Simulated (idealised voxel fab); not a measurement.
process module | voxel lift off
cross-section cut | 140 nm wide | cells 5 nm
A cross-section is a grid of square cells, given in bands from the top down. A band is one or more rows of cells.
Each band's line starts with the height of the band's top and of its bottom, in nm. Then come its materials from left to right, each with its width in nm. One material with "throughout" fills the band from edge to edge. "air" is empty space.
Height 0 is the level under which the wafer as received is all one material. The lowest band goes on downwards, as in "0 down".
A width such as "30 to 40" changes by the same amount from each row of cells to the next, from the band's top row to its bottom row.
"no change" after a step means that no cell of the cross-section changed.
closed voids: empty space of 8 cells or more with no open way to the top, each as width x height at its distance from the left edge, in nm
after a step's settings: what the simulator itself notes on the step
overlay nm, on a step with a mask: how far to the right of its planned place the mask lay; to the left if negative
plan
1 op RECEIVE | material Si
2 op CONFORMAL_DEP | material Al2O3 | thk nm 15
3 op PATTERN | tone open | mask id LINES | material resist | width nm 25 | pitch nm 40 | thk nm 20 | overlay nm 0
4 op DIRECTIONAL_DEP | material Ru | thk nm 10
5 op STRIP | etch materials resist
6 op CONFORMAL_DEP | material SiO2 | thk nm 10
first wafer, as planned
as received, after step 1
  0 down: Si throughout
  closed voids: none
after step 2
  15 to 0: Al2O3 throughout
  below 0: unchanged
after step 3
  35 to 15: resist 35 | air 25 | resist 15 | air 25 | resist 40
  below 15: unchanged
after step 4
  45 to 35: Ru 35 | air 25 | Ru 15 | air 25 | Ru 40
  35 to 25: resist 35 | air 25 | resist 15 | air 25 | resist 40
  25 to 15: resist 35 | Ru 25 | resist 15 | Ru 25 | resist 40
  below 15: unchanged
after step 5
  25 to 15: air 35 | Ru 25 | air 15 | Ru 25 | air 40
  below 15: unchanged
after step 6
  35 to 25: air 25 | SiO2 85 | air 30
  25 to 15: SiO2 35 | Ru 25 | SiO2 15 | Ru 25 | SiO2 40
  below 15: unchanged
second wafer: like start, like plan, one mistake. Through step 2 it matches the first wafer
when step 3 should have ended
  35 to 15: resist 40 | air 15 | resist 25 | air 15 | resist 45
  below 15: unchanged
when step 4 should have ended
  45 to 35: Ru 40 | air 15 | Ru 25 | air 15 | Ru 45
  35 to 25: resist 40 | air 15 | resist 25 | air 15 | resist 45
  25 to 15: resist 40 | Ru 15 | resist 25 | Ru 15 | resist 45
  below 15: unchanged
when step 5 should have ended
  25 to 15: air 40 | Ru 15 | air 25 | Ru 15 | air 45
  below 15: unchanged
when step 6 should have ended
  35 to 25: air 30 | SiO2 35 | air 5 | SiO2 35 | air 35
  25 to 15: SiO2 40 | Ru 15 | SiO2 25 | Ru 15 | SiO2 45
  below 15: unchanged
what went wrong: step 3 ran as: op PATTERN | tone open | mask id LINES | material resist | width nm 15 | pitch nm 40 | thk nm 20 | overlay nm 0
at the end the second wafer has, in cells: 8 fewer of Ru | 2 more of SiO2
